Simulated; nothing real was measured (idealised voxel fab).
Proc. module: voxel transistor to metal
Square cell edge 5 nm, section width 185 nm, ID cut.
A cross-section is written here as square cells arranged in a grid, and it is given in bands from the top down, each band taking up one or more rows of cells. Heights first: top, then bottom, in nm. Then materials, left to right, each with a width in nm. "all across" on a single material: fills the band edge to edge. "blank": empty space. Height is counted from the level 0, under which the received wafer is composed throughout of one material. The lowest of the bands is not closed at the bottom but continues downward, in the notation "top 0, no bottom". A width given as "30 to 40" starts at the first number in the band's top row and ends at the second number in its bottom row, shifting by an equal amount at every step from row to row. When a step is marked "stayed the same", none of the cells in the cross-section changed during that step. "Sealed cavities" enumerates empty spaces isolated from the top, with no open way to it, that contain at least 8 cells, giving each as width x height at distance from the left edge, all three in nm. The remark found on a step's line after its settings is issued by the simulator itself and pertains to that step. overlay nm, on a step with a mask: how far to the right of its planned place the mask lay; to the left if negative.
Process steps foreseen in the plan
step 1: RECEIVE | material Si
step 2: OXIDIZE | depth nm 5
step 3: CONFORMAL_DEP | material SiN | thk nm 10
step 4: PATTERN | tone cover | mask id ACTIVE | material resist | width nm 115 | thk nm 15 | overlay nm 0
step 5: DIRECTIONAL_ETCH | etch materials SiN | depth nm 10
step 6: DIRECTIONAL_ETCH | etch materials SiO2 | depth nm 5
step 7: DIRECTIONAL_ETCH | etch materials Si | depth nm 35
step 8: STRIP | etch materials resist
step 9: OXIDIZE | depth nm 5
step 10: FILL_DEP | material SiO2 | thk nm 5
step 11: CMP | height nm 10
step 12: SELECTIVE_ETCH | etch materials SiO2 | depth nm 5
step 13: STRIP | etch materials SiN
step 14: SELECTIVE_ETCH | etch materials SiO2 | depth nm 5
step 15: OXIDIZE | depth nm 5
step 16: DIRECTIONAL_DEP | material polySi | thk nm 25
step 17: DIRECTIONAL_DEP | material SiCN | thk nm 10
step 18: MASKED_ETCH | tone cover | mask id GATE | width nm 35 | etch materials SiCN | depth nm 20 | overlay nm 0
step 19: MASKED_ETCH | tone cover | mask id GATE | width nm 35 | etch materials polySi | depth nm 35 | overlay nm 0
step 20: CONFORMAL_DEP | material SiN | thk nm 10
step 21: DIRECTIONAL_ETCH | etch materials SiN | depth nm 10
step 22: DIRECTIONAL_ETCH | etch materials SiO2 | depth nm 5
step 23: DIRECTIONAL_ETCH | etch materials Si | depth nm 10
step 24: EPI | material pSi | thk nm 15
step 25: FILL_DEP | material SiO2 | thk nm 5
step 26: CMP | height nm 20
step 27: STRIP | etch materials polySi
step 28: SELECTIVE_ETCH | etch materials SiO2 | depth nm 5
step 29: CONFORMAL_DEP | material HfO2 | thk nm 5
step 30: CONFORMAL_DEP | material TiN | thk nm 5
step 31: FILL_DEP | material W | thk nm 5
step 32: CMP | height nm 15
step 33: DIRECTIONAL_DEP | material SiO2 | thk nm 10
step 34: DIRECTIONAL_DEP | material aC | thk nm 15
step 35: PATTERN | tone open | mask id CONTACT | material resist | width nm 15 | pitch nm 90 | thk nm 35 | overlay nm 0
step 36: DIRECTIONAL_ETCH | etch materials aC | depth nm 15
step 37: STRIP | etch materials resist
step 38: DIRECTIONAL_ETCH | etch materials SiO2 | depth nm 30
step 39: STRIP | etch materials aC
step 40: CONFORMAL_DEP | material TiN | thk nm 5
step 41: FILL_DEP | material W | thk nm 10
step 42: CMP | height nm 25
step 43: DIRECTIONAL_DEP | material TiN | thk nm 5
step 44: DIRECTIONAL_DEP | material Ru | thk nm 20
step 45: MASKED_ETCH | tone cover | mask id METAL_1 | width nm 15 | pitch nm 90 | etch materials Ru | depth nm 20 | overlay nm 0
step 46: MASKED_ETCH | tone cover | mask id METAL_1 | width nm 15 | pitch nm 90 | etch materials TiN | depth nm 5 | overlay nm 0
step 47: CONFORMAL_DEP | material SiN | thk nm 5
step 48: FILL_DEP | material SiO2 | thk nm 10
step 49: CMP | height nm 50
step 50: CONFORMAL_DEP | material SiCN | thk nm 5
Step 1 complete: cross-section of the wafer as received
> top 0, no bottom | Si all across
> Sealed cavities: none
The plan above was carried out on the starting structure above with one mistake, and this cross-section shows the wafer at the end of the module
> top 55, bottom 50 | SiCN all across
> top 50, bottom 30 | SiO2 (35), SiN (5), Ru (15), SiN (5), SiO2 (65), SiN (5), Ru (15), SiN (5), SiO2 (35)
> top 30, bottom 25 | SiN (40), TiN (15), SiN (75), TiN (15), SiN (40)
> top 25, bottom 15 | SiO2 (40), TiN (5), W (5), TiN (5), SiO2 (75), TiN (5), W (5), TiN (5), SiO2 (40)
> top 15, bottom 10 | SiO2 (40), TiN (5), W (5), TiN (5), SiO2 (10), SiN (10), HfO2 (5), TiN (5), W (15), TiN (5), HfO2 (5), SiN (10), SiO2 (10), TiN (5), W (5), TiN (5), SiO2 (40)
> top 10, bottom 5 | SiO2 (40), TiN (15), SiO2 (10), SiN (10), HfO2 (5), TiN (5), W (15), TiN (5), HfO2 (5), SiN (10), SiO2 (10), TiN (15), SiO2 (40)
> top 5, bottom 0 | SiO2 (40), TiN (10), pSi (15), SiN (10), HfO2 (5), TiN (5), W (15), TiN (5), HfO2 (5), SiN (10), pSi (15), TiN (10), SiO2 (40)
> top 0, bottom -5 | SiO2 (25), SiN (10), SiO2 (5), TiN (10), pSi (15), SiN (10), HfO2 (5), TiN (25), HfO2 (5), SiN (10), pSi (15), TiN (5), SiN (10), SiO2 (35)
> top -5, bottom -10 | SiO2 (35), pSi (30), SiO2 (5), HfO2 (45), SiO2 (5), pSi (20), SiO2 (45)
> top -10, bottom -20 | SiO2 (35), pSi (30), Si (55), pSi (20), SiO2 (45)
> top -20, bottom -45 | SiO2 (35), Si (105), SiO2 (45)
> top -45, no bottom | Si all across
> Sealed cavities: none
What was the processing mistake? step 4 was run on a setting that differed from the plan, and what really ran there is PATTERN | tone cover | mask id ACTIVE | material resist | width nm 115 | thk nm 15 | overlay nm -5
